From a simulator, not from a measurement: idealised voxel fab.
process module | voxel capacitor over wiring
cross-section cut | 300 nm wide | cells 5 nm
A cross-section is a grid of square cells, given in bands from the top down. A band is one or more rows of cells.
Each band's line starts with the height of the band's top and of its bottom, in nm. Then come its materials from left to right, each with its width in nm. One material with "throughout" fills the band from edge to edge. "air" is empty space.
Height 0 is the level under which the wafer as received is all one material. The lowest band goes on downwards, as in "0 down".
A width such as "30 to 40" changes by the same amount from each row of cells to the next, from the band's top row to its bottom row.
"no change" after a step means that no cell of the cross-section changed.
closed voids: empty space of 8 cells or more with no open way to the top, each as width x height at its distance from the left edge, in nm
after a step's settings: what the simulator itself notes on the step
overlay nm, on a step with a mask: how far to the right of its planned place the mask lay; to the left if negative
plan
1 op RECEIVE | material Si
2 op CONFORMAL_DEP | material SiO2 | thk nm 15
3 op DIRECTIONAL_DEP | material TiN | thk nm 5
4 op DIRECTIONAL_DEP | material Ru | thk nm 15
5 op DIRECTIONAL_DEP | material aC | thk nm 10
6 op PATTERN | tone cover | mask id METAL_1 | material resist | width nm 15 | pitch nm 80 | thk nm 25 | overlay nm 0
7 op DIRECTIONAL_ETCH | etch materials aC | depth nm 10
8 op STRIP | etch materials resist
9 op DIRECTIONAL_ETCH | etch materials Ru | depth nm 15
10 op DIRECTIONAL_ETCH | etch materials TiN | depth nm 5
11 op STRIP | etch materials aC
12 op FILL_DEP | material SiO2 | thk nm 10
13 op CMP | height nm 35
14 op CONFORMAL_DEP | material SiCN | thk nm 5
15 op DIRECTIONAL_DEP | material SiO2 | thk nm 20
16 op MASKED_ETCH | tone open | mask id PLUG_1 | width nm 15 | etch materials SiO2 | depth nm 20 | overlay nm 0
17 op MASKED_ETCH | tone open | mask id PLUG_1 | width nm 15 | etch materials SiCN | depth nm 5 | overlay nm 0
18 op CONFORMAL_DEP | material TiN | thk nm 5
19 op FILL_DEP | material Ru | thk nm 5
20 op CMP | height nm 60
21 op DIRECTIONAL_DEP | material TiN | thk nm 10
22 op DIRECTIONAL_DEP | material Al2O3 | thk nm 5
23 op DIRECTIONAL_DEP | material TiN | thk nm 5
24 op MASKED_ETCH | tone cover | mask id UPPER_PLATE | width nm 60 | etch materials TiN | depth nm 5 | overlay nm 0
25 op MASKED_ETCH | tone cover | mask id UPPER_PLATE | width nm 60 | etch materials Al2O3 | depth nm 5 | overlay nm 0
26 op MASKED_ETCH | tone cover | mask id LOWER_PLATE | width nm 70 | etch materials TiN | depth nm 10 | overlay nm 0
27 op FILL_DEP | material SiO2 | thk nm 15
28 op CMP | height nm 90
29 op DIRECTIONAL_DEP | material aC | thk nm 15
30 op PATTERN | tone open | mask id PLUG_2 | material resist | width nm 15 | thk nm 35 | overlay nm 0
31 op DIRECTIONAL_ETCH | etch materials aC | depth nm 15
32 op STRIP | etch materials resist
33 op DIRECTIONAL_ETCH | etch materials SiO2 | depth nm 10
34 op STRIP | etch materials aC
35 op CONFORMAL_DEP | material TiN | thk nm 5
36 op FILL_DEP | material Ru | thk nm 5
37 op CMP | height nm 90
38 op CONFORMAL_DEP | material SiN | thk nm 5
varied across the wafers: width nm of step 6. The plan shows the first wafer's value. All wafers start alike
first wafer as received, after step 1
  0 down: Si throughout
  closed voids: none
each wafer at the end: cells of each material gained (+) or lost (-) since it was received, then its closed voids
width nm 15 | +12 Al2O3 | +23 Ru | +57 SiCN | +60 SiN | +926 SiO2 | +62 TiN | closed voids: none
width nm 20 | +12 Al2O3 | +29 Ru | +57 SiCN | +60 SiN | +918 SiO2 | +64 TiN | closed voids: none
width nm 25 | +12 Al2O3 | +35 Ru | +57 SiCN | +60 SiN | +910 SiO2 | +66 TiN | closed voids: none
width nm 30 | +12 Al2O3 | +41 Ru | +57 SiCN | +60 SiN | +902 SiO2 | +68 TiN | closed voids: none
width nm 35 | +12 Al2O3 | +47 Ru | +57 SiCN | +60 SiN | +894 SiO2 | +70 TiN | closed voids: none
width nm 40 | +12 Al2O3 | +53 Ru | +57 SiCN | +60 SiN | +886 SiO2 | +72 TiN | closed voids: none
